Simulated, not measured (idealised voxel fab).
Process module, titled voxel self aligned contacts
250 nm wide, 5 nm square cells: that's cross-section cut.
In this document a cross-section is written as a grid of square cells. It is given as a series of bands, listed from the top down, and a band is one or more rows of cells.
Each band's line starts with the height of the band's top and of its bottom, in nm. Then come its materials from left to right, each with its width in nm. One material with "edge to edge" fills the band from edge to edge. "air" is empty space.
Heights are measured from 0, the level below which the as-received wafer is all one material; the lowest band has no bottom and continues downward, written as in "z 0 and below".
Quick explanation for "30..40": the width changes in equal steps down the rows of cells, from the first number in the band's top row to the second number in its bottom row.
"no alteration" for a step: no cell of the cross-section changed in that step.
"Enclosed void list" - sealed voids, min. 8 cells, no opening to top; format: width x height at distance (distance from left edge; nm throughout).
Post-settings text on a step line: simulator's own remark regarding the step.
overlay nm, on a step with a mask: how far to the right of its planned place the mask lay; to the left if negative
So here's the lineup of process steps we planned
1) RECEIVE with material Si
2) OXIDIZE with depth nm 5
3) DIRECTIONAL_DEP with material polySi, thk nm 25
4) DIRECTIONAL_DEP with material SiN, thk nm 25
5) DIRECTIONAL_DEP with material aC, thk nm 15
6) PATTERN with tone cover, mask id GATE, material resist, width nm 35, pitch nm 75, thk nm 35, overlay nm 0
7) DIRECTIONAL_ETCH with etch materials aC, depth nm 15
8) STRIP with etch materials resist
9) DIRECTIONAL_ETCH with etch materials SiN, depth nm 25
10) DIRECTIONAL_ETCH with etch materials polySi, depth nm 25
11) STRIP with etch materials aC
12) CONFORMAL_DEP with material SiN, thk nm 10
13) DIRECTIONAL_ETCH with etch materials SiN, depth nm 10
14) FILL_DEP with material SiO2, thk nm 15
15) CMP with height nm 55
16) MASKED_ETCH with tone open, mask id CONTACT, width nm 60, etch materials SiO2, depth nm 60, overlay nm 0
17) CONFORMAL_DEP with material TiN, thk nm 5
18) FILL_DEP with material Ru, thk nm 5
19) CMP with height nm 55
20) CONFORMAL_DEP with material SiN, thk nm 5
Incoming wafer, cross-sectional view, post step 1
    z 0 and below = Si edge to edge
    Enclosed void list: none
The cross-section shown corresponds to the wafer at the conclusion of the module. The initial structure and the process plan are those presented above; however, one mistake occurred in executing the plan
    z 60 to 55 = SiN edge to edge
    z 55 to 50 = SiO2=95 | TiN=60 | SiO2=95
    z 50 to 25 = SiN=80 | SiO2=15 | SiN=60 | SiO2=15 | SiN=80
    z 25 to 0 = polySi=70 | SiN=10 | SiO2=15 | SiN=10 | polySi=40 | SiN=10 | SiO2=15 | SiN=10 | polySi=70
    z 0 to -5 = SiO2 edge to edge
    z -5 and below = Si edge to edge
    Enclosed void list: none
Here's what went sideways: heads up, step 6 didn't go per plan, it actually ran as PATTERN with tone open, mask id GATE, material resist, width nm 35, pitch nm 75, thk nm 35, overlay nm 0
